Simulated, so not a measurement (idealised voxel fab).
Documented hereafter: the process module known as voxel double patterning.
Displayed cross-section: cut, width of 175 nm, square cells sized 5 nm.
A cross-section is written here as square cells arranged in a grid, and it is given in bands from the top down, each band taking up one or more rows of cells. In this notation a band is specified by the heights of its top and bottom, in that order and in nm, after which its materials appear from left to right, each paired with its width in nm. The word "full width" attached to a single material means that material fills the band from edge to edge; the word "blank" stands for empty space. Convention: height 0 is the level below which the wafer, as received, is all one material. The lowest band does not terminate at the bottom but continues downward, represented as "0 nm and below". The notation "30->40" denotes a width that varies across the rows of cells in the band, beginning at the first number in the top row, finishing at the second number in the bottom row, and changing by an identical amount from each row to the next. No cell of the cross-section changed in a step that is given as "nothing different". Look at "Closed void list" for the closed voids: empty spaces with no open path to the top, sized 8 cells or up. Each is width x height at distance, distance from the left edge, all nm. after a step's settings: what the simulator itself notes on the step. overlay nm: right-of-plan distance of the mask on a masked step; negative values mean left-of-plan.
Planned process steps:
step 1: RECEIVE [material Si]
step 2: CONFORMAL_DEP [material SiN] [thk nm 10]
step 3: DIRECTIONAL_DEP [material SiO2] [thk nm 15]
step 4: DIRECTIONAL_DEP [material SiCN] [thk nm 5]
step 5: MASKED_ETCH [tone open] [mask id FIRST] [width nm 15] [pitch nm 50] [etch materials SiCN] [depth nm 5] [overlay nm 0]
step 6: DIRECTIONAL_DEP [material aC] [thk nm 15]
step 7: PATTERN [tone open] [mask id SECOND] [material resist] [width nm 15] [thk nm 35] [overlay nm 0]
step 8: DIRECTIONAL_ETCH [etch materials aC] [depth nm 15]
step 9: STRIP [etch materials resist]
step 10: DIRECTIONAL_ETCH [etch materials SiCN] [depth nm 5]
step 11: STRIP [etch materials aC]
step 12: DIRECTIONAL_ETCH [etch materials SiO2] [depth nm 15]
step 13: STRIP [etch materials SiCN]
As-received wafer cross-section (after step 1):
  0 nm and below: Si full width
  Closed void list: none
Looking at the first of two wafers in cross-section at end of module - ran to plan:
  25 nm to 10 nm: SiO2: 55, blank: 15, SiO2: 10, blank: 15, SiO2: 10, blank: 15, SiO2: 55
  10 nm to 0 nm: SiN full width
  0 nm and below: Si full width
  Closed void list: none
Module end: cross-section of wafer two of two. Same start and process plan as the first wafer. One mistake during execution:
  20 nm to 10 nm: SiO2: 55, blank: 15, SiO2: 10, blank: 15, SiO2: 10, blank: 15, SiO2: 55
  10 nm to 0 nm: SiN full width
  0 nm and below: Si full width
  Closed void list: none
The plan and the run diverged here: step 3 off recipe, ran as DIRECTIONAL_DEP [material SiO2] [thk nm 10]
End of process, cell counts, second wafer against first, materials with more or fewer: SiO2: 26 fewer
